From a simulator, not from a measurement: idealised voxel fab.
process module | voxel capacitor over wiring
cross-section cut | 165 nm wide | cells 5 nm
A cross-section is a grid of square cells, given in bands from the top down. A band is one or more rows of cells.
Each band's line starts with the height of the band's top and of its bottom, in nm. Then come its materials from left to right, each with its width in nm. One material with "throughout" fills the band from edge to edge. "air" is empty space.
Height 0 is the level under which the wafer as received is all one material. The lowest band goes on downwards, as in "0 down".
A width such as "30 to 40" changes by the same amount from each row of cells to the next, from the band's top row to its bottom row.
"no change" after a step means that no cell of the cross-section changed.
closed voids: empty space of 8 cells or more with no open way to the top, each as width x height at its distance from the left edge, in nm
after a step's settings: what the simulator itself notes on the step
overlay nm, on a step with a mask: how far to the right of its planned place the mask lay; to the left if negative
plan
1 op RECEIVE | material Si
2 op CONFORMAL_DEP | material SiO2 | thk nm 10
3 op CONFORMAL_DEP | material SiN | thk nm 5
4 op DIRECTIONAL_DEP | material lowk | thk nm 20
5 op DIRECTIONAL_DEP | material aC | thk nm 15
6 op PATTERN | tone open | mask id METAL_1 | material resist | width nm 20 | pitch nm 90 | thk nm 35 | overlay nm 0
7 op DIRECTIONAL_ETCH | etch materials aC | depth nm 15
8 op STRIP | etch materials resist
9 op DIRECTIONAL_ETCH | etch materials lowk | depth nm 20
10 op DIRECTIONAL_ETCH | etch materials SiN | depth nm 5
11 op STRIP | etch materials aC
12 op CONFORMAL_DEP | material TiN | thk nm 5
13 op FILL_DEP | material Cu | thk nm 5
14 op CMP | height nm 35
15 op CONFORMAL_DEP | material SiCN | thk nm 5
16 op DIRECTIONAL_DEP | material lowk | thk nm 20
17 op PATTERN | tone open | mask id PLUG_1 | material resist | width nm 15 | thk nm 15 | overlay nm 0
18 op DIRECTIONAL_ETCH | etch materials lowk | depth nm 20
19 op DIRECTIONAL_ETCH | etch materials SiCN | depth nm 5
20 op STRIP | etch materials resist
21 op EPI | material Ru | thk nm 10
22 op EPI | material Ru | thk nm 10
23 op EPI | material Ru | thk nm 5
24 op DIRECTIONAL_DEP | material TiN | thk nm 5
25 op DIRECTIONAL_DEP | material HfO2 | thk nm 5
26 op DIRECTIONAL_DEP | material TiN | thk nm 5
27 op MASKED_ETCH | tone cover | mask id UPPER_PLATE | width nm 75 | etch materials TiN | depth nm 5 | overlay nm 0
28 op MASKED_ETCH | tone cover | mask id UPPER_PLATE | width nm 75 | etch materials HfO2 | depth nm 5 | overlay nm 0
29 op PATTERN | tone cover | mask id LOWER_PLATE | material resist | width nm 85 | thk nm 20 | overlay nm 0
30 op DIRECTIONAL_ETCH | etch materials TiN | depth nm 5
31 op STRIP | etch materials resist
32 op FILL_DEP | material SiO2 | thk nm 15
33 op CMP | height nm 85
34 op DIRECTIONAL_DEP | material aC | thk nm 10
35 op PATTERN | tone open | mask id PLUG_2 | material resist | width nm 15 | thk nm 30 | overlay nm 0
36 op DIRECTIONAL_ETCH | etch materials aC | depth nm 10
37 op STRIP | etch materials resist
38 op DIRECTIONAL_ETCH | etch materials SiO2 | depth nm 10
39 op STRIP | etch materials aC
40 op CONFORMAL_DEP | material TiN | thk nm 5
41 op FILL_DEP | material Cu | thk nm 10
42 op CMP | height nm 85
43 op CONFORMAL_DEP | material SiCN | thk nm 5
as received, after step 1
  0 down: Si throughout
  closed voids: none
a wafer at the end: this start, this plan, one mistake
  90 to 85: SiCN throughout
  85 to 80: SiO2 40 | TiN 5 | Cu 5 | TiN 5 | SiO2 110
  80 to 70: SiO2 40 to 45 | TiN 15 to 60 | SiO2 110 to 60
  70 to 65: SiO2 45 | HfO2 60 | SiO2 60
  65 to 60: SiO2 25 | TiN 85 | SiO2 55
  60 to 55: lowk 30 | HfO2 15 | lowk 120
  55 to 50: lowk 30 | TiN 15 | lowk 120
  50 to 40: lowk 30 | Ru 15 | lowk 120
  40 to 35: SiCN 30 | Ru 15 | SiCN 120
  35 to 15: lowk 25 | TiN 5 | Cu 10 | TiN 5 | lowk 70 | TiN 5 | Cu 10 | TiN 5 | lowk 30
  15 to 10: SiN 25 | TiN 20 | SiN 70 | TiN 20 | SiN 30
  10 to 0: SiO2 throughout
  0 down: Si throughout
  closed voids: none
what went wrong: one of the steps 21 and 22, which are alike, was left out
